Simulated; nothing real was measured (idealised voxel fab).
Process module, titled voxel trench capacitor
In the cross-section labelled cut, the width is 240 nm and each square cell is 5 nm.
When this document writes out a cross-section, it uses a grid of square cells and lists it as bands, beginning at the top and moving down, with a band standing for one or more rows of cells. Band: top and bottom heights (nm) first, top before bottom; then materials from left to right, widths in nm. "everywhere" marks a sole material filling the band edge to edge. "empty" denotes empty space. Below 0: as-received wafer, all one material; heights counted from there. Lowest band: no bottom, goes on down, written "z 0 and below". Width "30->40": first value at the band's top row of cells, second value at its bottom row, equal change from row to row. Step note "nothing was modified" = no cross-section cell changed. The entry titled "Closed empty spaces" provides the empty spaces that have no open way to the top, restricted to those of 8 cells or more. Each is presented as width x height at distance, the distance being measured from the left edge, with all three in nm. It should be noted that, on the line of a given step, the content following the step's settings is a remark produced by the simulator itself with respect to that step. Among the settings permitted on a step's line is "overlay nm"; applied to a step with a mask, it specifies the extent to which the mask lay to the right of its planned position, whereas a negative figure signifies a position to the left.
# Here's what the planned process steps look like
1: RECEIVE with material Si
2: CONFORMAL_DEP with material SiN, thk nm 10
3: PATTERN with tone open, mask id TRENCH, material resist, width nm 25, pitch nm 50, thk nm 15, overlay nm 0
4: DIRECTIONAL_ETCH with etch materials SiN, depth nm 10
5: DIRECTIONAL_ETCH with etch materials Si, depth nm 40
6: STRIP with etch materials resist
7: CONFORMAL_DEP with material HfO2, thk nm 5
8: CONFORMAL_DEP with material TiN, thk nm 5
9: FILL_DEP with material W, thk nm 5
10: CMP with height nm 10
# First out of two wafers; run went to plan
# As-received state of the wafer in cross-section, equivalent to post-step 1
- z 0 and below | Si everywhere
- Closed empty spaces: none
# Cross-sectional representation of the wafer at the conclusion of step 2
- z 10 to 0 | SiN everywhere
- Below a height of 0, the structure has not been altered.
# Cross-sectional representation of the wafer at the conclusion of step 3
- z 25 to 10 | resist 55, empty 25, resist 25, empty 25, resist 25, empty 25, resist 60
- Below a height of 10, the structure has not been altered.
# Cross-sectional representation of the wafer at the conclusion of step 4
- z 25 to 10 | resist 55, empty 25, resist 25, empty 25, resist 25, empty 25, resist 60
- z 10 to 0 | SiN 55, empty 25, SiN 25, empty 25, SiN 25, empty 25, SiN 60
- Below a height of 0, the structure has not been altered.
# Cross-sectional representation of the wafer at the conclusion of step 5
- z 25 to 10 | resist 55, empty 25, resist 25, empty 25, resist 25, empty 25, resist 60
- z 10 to 0 | SiN 55, empty 25, SiN 25, empty 25, SiN 25, empty 25, SiN 60
- z 0 to -40 | Si 55, empty 25, Si 25, empty 25, Si 25, empty 25, Si 60
- Below a height of -40, the structure has not been altered.
# Cross-sectional representation of the wafer at the conclusion of step 6
- z 10 to 0 | SiN 55, empty 25, SiN 25, empty 25, SiN 25, empty 25, SiN 60
- Below a height of 0, the structure has not been altered.
# Cross-sectional representation of the wafer at the conclusion of step 7
- z 15 to 10 | HfO2 60, empty 15, HfO2 35, empty 15, HfO2 35, empty 15, HfO2 65
- z 10 to 0 | SiN 55, HfO2 5, empty 15, HfO2 5, SiN 25, HfO2 5, empty 15, HfO2 5, SiN 25, HfO2 5, empty 15, HfO2 5, SiN 60
- z 0 to -35 | Si 55, HfO2 5, empty 15, HfO2 5, Si 25, HfO2 5, empty 15, HfO2 5, Si 25, HfO2 5, empty 15, HfO2 5, Si 60
- z -35 to -40 | Si 55, HfO2 25, Si 25, HfO2 25, Si 25, HfO2 25, Si 60
- Below a height of -40, the structure has not been altered.
# Cross-sectional representation of the wafer at the conclusion of step 8
- z 20 to 15 | TiN 65, empty 5, TiN 45, empty 5, TiN 45, empty 5, TiN 70
- z 15 to 10 | HfO2 60, TiN 5, empty 5, TiN 5, HfO2 35, TiN 5, empty 5, TiN 5, HfO2 35, TiN 5, empty 5, TiN 5, HfO2 65
- z 10 to 0 | SiN 55, HfO2 5, TiN 5, empty 5, TiN 5, HfO2 5, SiN 25, HfO2 5, TiN 5, empty 5, TiN 5, HfO2 5, SiN 25, HfO2 5, TiN 5, empty 5, TiN 5, HfO2 5, SiN 60
- z 0 to -30 | Si 55, HfO2 5, TiN 5, empty 5, TiN 5, HfO2 5, Si 25, HfO2 5, TiN 5, empty 5, TiN 5, HfO2 5, Si 25, HfO2 5, TiN 5, empty 5, TiN 5, HfO2 5, Si 60
- z -30 to -35 | Si 55, HfO2 5, TiN 15, HfO2 5, Si 25, HfO2 5, TiN 15, HfO2 5, Si 25, HfO2 5, TiN 15, HfO2 5, Si 60
- Below a height of -35, the structure has not been altered.
# Cross-sectional representation of the wafer at the conclusion of step 9
- z 25 to 20 | W everywhere
- z 20 to 15 | TiN 65, W 5, TiN 45, W 5, TiN 45, W 5, TiN 70
- z 15 to 10 | HfO2 60, TiN 5, W 5, TiN 5, HfO2 35, TiN 5, W 5, TiN 5, HfO2 35, TiN 5, W 5, TiN 5, HfO2 65
- z 10 to 0 | SiN 55, HfO2 5, TiN 5, W 5, TiN 5, HfO2 5, SiN 25, HfO2 5, TiN 5, W 5, TiN 5, HfO2 5, SiN 25, HfO2 5, TiN 5, W 5, TiN 5, HfO2 5, SiN 60
- z 0 to -30 | Si 55, HfO2 5, TiN 5, W 5, TiN 5, HfO2 5, Si 25, HfO2 5, TiN 5, W 5, TiN 5, HfO2 5, Si 25, HfO2 5, TiN 5, W 5, TiN 5, HfO2 5, Si 60
- Below a height of -30, the structure has not been altered.
# Cross-sectional representation of the wafer at the conclusion of step 10
- z 10 to 0 | SiN 55, HfO2 5, TiN 5, W 5, TiN 5, HfO2 5, SiN 25, HfO2 5, TiN 5, W 5, TiN 5, HfO2 5, SiN 25, HfO2 5, TiN 5, W 5, TiN 5, HfO2 5, SiN 60
- Below a height of 0, the structure has not been altered.
# Companion wafer, the second of two: same beginning, same intended sequence, one mistake in carrying it out; through step 2 inclusive it tracks the first exactly
# Here is the second wafer in cross-section at the point where step 3 of the plan should have been done
- z 25 to 10 | empty 55, resist 25, empty 25, resist 25, empty 25, resist 25, empty 60
- Below a height of 10, the structure has not been altered.
# Here is the second wafer in cross-section at the point where step 4 of the plan should have been done
- z 25 to 10 | empty 55, resist 25, empty 25, resist 25, empty 25, resist 25, empty 60
- z 10 to 0 | empty 55, SiN 25, empty 25, SiN 25, empty 25, SiN 25, empty 60
- Below a height of 0, the structure has not been altered.
# Here is the second wafer in cross-section at the point where step 5 of the plan should have been done
- z 25 to 10 | empty 55, resist 25, empty 25, resist 25, empty 25, resist 25, empty 60
- z 10 to 0 | empty 55, SiN 25, empty 25, SiN 25, empty 25, SiN 25, empty 60
- z 0 to -40 | empty 55, Si 25, empty 25, Si 25, empty 25, Si 25, empty 60
- Below a height of -40, the structure has not been altered.
# Here is the second wafer in cross-section at the point where step 6 of the plan should have been done
- z 10 to 0 | empty 55, SiN 25, empty 25, SiN 25, empty 25, SiN 25, empty 60
- Below a height of 0, the structure has not been altered.
# Here is the second wafer in cross-section at the point where step 7 of the plan should have been done
- z 15 to 10 | empty 50, HfO2 35, empty 15, HfO2 35, empty 15, HfO2 35, empty 55
- z 10 to 0 | empty 50, HfO2 5, SiN 25, HfO2 5, empty 15, HfO2 5, SiN 25, HfO2 5, empty 15, HfO2 5, SiN 25, HfO2 5, empty 55
- z 0 to -35 | empty 50, HfO2 5, Si 25, HfO2 5, empty 15, HfO2 5, Si 25, HfO2 5, empty 15, HfO2 5, Si 25, HfO2 5, empty 55
- z -35 to -40 | HfO2 55, Si 25, HfO2 25, Si 25, HfO2 25, Si 25, HfO2 60
- Below a height of -40, the structure has not been altered.
# Here is the second wafer in cross-section at the point where step 8 of the plan should have been done
- z 20 to 15 | empty 45, TiN 45, empty 5, TiN 45, empty 5, TiN 45, empty 50
- z 15 to 10 | empty 45, TiN 5, HfO2 35, TiN 5, empty 5, TiN 5, HfO2 35, TiN 5, empty 5, TiN 5, HfO2 35, TiN 5, empty 50
- z 10 to 0 | empty 45, TiN 5, HfO2 5, SiN 25, HfO2 5, TiN 5, empty 5, TiN 5, HfO2 5, SiN 25, HfO2 5, TiN 5, empty 5, TiN 5, HfO2 5, SiN 25, HfO2 5, TiN 5, empty 50
- z 0 to -30 | empty 45, TiN 5, HfO2 5, Si 25, HfO2 5, TiN 5, empty 5, TiN 5, HfO2 5, Si 25, HfO2 5, TiN 5, empty 5, TiN 5, HfO2 5, Si 25, HfO2 5, TiN 5, empty 50
- z -30 to -35 | TiN 50, HfO2 5, Si 25, HfO2 5, TiN 15, HfO2 5, Si 25, HfO2 5, TiN 15, HfO2 5, Si 25, HfO2 5, TiN 55
- Below a height of -35, the structure has not been altered.
# Here is the second wafer in cross-section at the point where step 9 of the plan should have been done
- z 25 to 20 | W everywhere
- z 20 to 15 | W 45, TiN 45, W 5, TiN 45, W 5, TiN 45, W 50
- z 15 to 10 | W 45, TiN 5, HfO2 35, TiN 5, W 5, TiN 5, HfO2 35, TiN 5, W 5, TiN 5, HfO2 35, TiN 5, W 50
- z 10 to 0 | W 45, TiN 5, HfO2 5, SiN 25, HfO2 5, TiN 5, W 5, TiN 5, HfO2 5, SiN 25, HfO2 5, TiN 5, W 5, TiN 5, HfO2 5, SiN 25, HfO2 5, TiN 5, W 50
- z 0 to -30 | W 45, TiN 5, HfO2 5, Si 25, HfO2 5, TiN 5, W 5, TiN 5, HfO2 5, Si 25, HfO2 5, TiN 5, W 5, TiN 5, HfO2 5, Si 25, HfO2 5, TiN 5, W 50
- Below a height of -30, the structure has not been altered.
# Here is the second wafer in cross-section at the point where step 10 of the plan should have been done
- z 10 to 0 | W 45, TiN 5, HfO2 5, SiN 25, HfO2 5, TiN 5, W 5, TiN 5, HfO2 5, SiN 25, HfO2 5, TiN 5, W 5, TiN 5, HfO2 5, SiN 25, HfO2 5, TiN 5, W 50
- Below a height of 0, the structure has not been altered.
Processing error: off-plan run, step 3, actual operation and settings PATTERN with tone cover, mask id TRENCH, material resist, width nm 25, pitch nm 50, thk nm 15, overlay nm 0
End check, counted in cells, second wafer has more or fewer of these materials than the first: 18 more of HfO2 | 144 fewer of Si | 36 fewer of SiN | 18 more of TiN | 144 more of W
